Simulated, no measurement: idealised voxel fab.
The following process module bears the name voxel ribs on slabs.
The figure presents cross-section cut, which has a width of 200 nm and is divided into square cells with an edge length of 5 nm.
This document writes a cross-section as a grid whose cells are square, and gives it as bands, listed from the top down; one or more rows of cells form a band. Top height, bottom height, nm. Materials left to right, width each, nm. Single material + "all across" = fills band edge to edge. "blank" = empty. Measure heights from 0. That's the level where, below it, the as-received wafer is all one material. The lowest band is bottomless and extends downward; write it as in "0..down". The expression "30 to 40" gives the width at the extremes of the band, the first number at its top row of cells and the second at its bottom row, with the width changing by equal amounts from each row to the next in between. "nothing altered" after a step means that no cell of the cross-section changed. Empty spaces counting at least 8 cells and having no open way to the top are listed in "Cavities, closed". The notation width x height at distance is used for each, the distance being from the left edge and all three values in nm. The remark found on a step's line after its settings is issued by the simulator itself and pertains to that step. "overlay nm", when on a step's line for a step with a mask, measures how far to the right of its planned place the mask lay; a negative measure means to the left.

[Steps planned for the process]
step 1: RECEIVE, material Si
step 2: DIRECTIONAL_DEP, material SiO2, thk nm 25
step 3: DIRECTIONAL_DEP, material SiN, thk nm 20
step 4: DIRECTIONAL_DEP, material aC, thk nm 10
step 5: PATTERN, tone cover, mask id RIB, material resist, width nm 20, thk nm 30, overlay nm 0
step 6: DIRECTIONAL_ETCH, etch materials aC, depth nm 10
step 7: STRIP, etch materials resist
step 8: DIRECTIONAL_ETCH, etch materials SiN, depth nm 10
step 9: STRIP, etch materials aC
step 10: PATTERN, tone cover, mask id SLAB, material resist, width nm 80, thk nm 15, overlay nm 0
step 11: DIRECTIONAL_ETCH, etch materials SiN, depth nm 10
step 12: STRIP, etch materials resist
step 13: FILL_DEP, material SiO2, thk nm 25
step 14: CMP, height nm 65
step 15: DIRECTIONAL_DEP, material W, thk nm 10
step 16: PATTERN, tone cover, mask id HEATER, material resist, width nm 30, thk nm 20, overlay nm 0
step 17: DIRECTIONAL_ETCH, etch materials W, depth nm 10
step 18: STRIP, etch materials resist
step 19: CONFORMAL_DEP, material SiN, thk nm 5

[This is the cross-section of the wafer as we received it, i.e. after step 1]
  0..down: Si all across
  Cavities, closed: none

[Here's the wafer cut in cross-section after the module, started and planned just like above, except one thing was done wrong in the run]
  80..65: SiN all across
  65..45: SiO2 all across
  45..35: SiO2: 90  SiN: 20  SiO2: 90
  35..25: SiO2: 60  SiN: 80  SiO2: 60
  25..0: SiO2 all across
  0..down: Si all across
  Cavities, closed: none
It is concluded that the wafer was processed incorrectly with respect to the plan, in that step 15 did not happen as planned, as run it was DIRECTIONAL_DEP, material SiN, thk nm 10
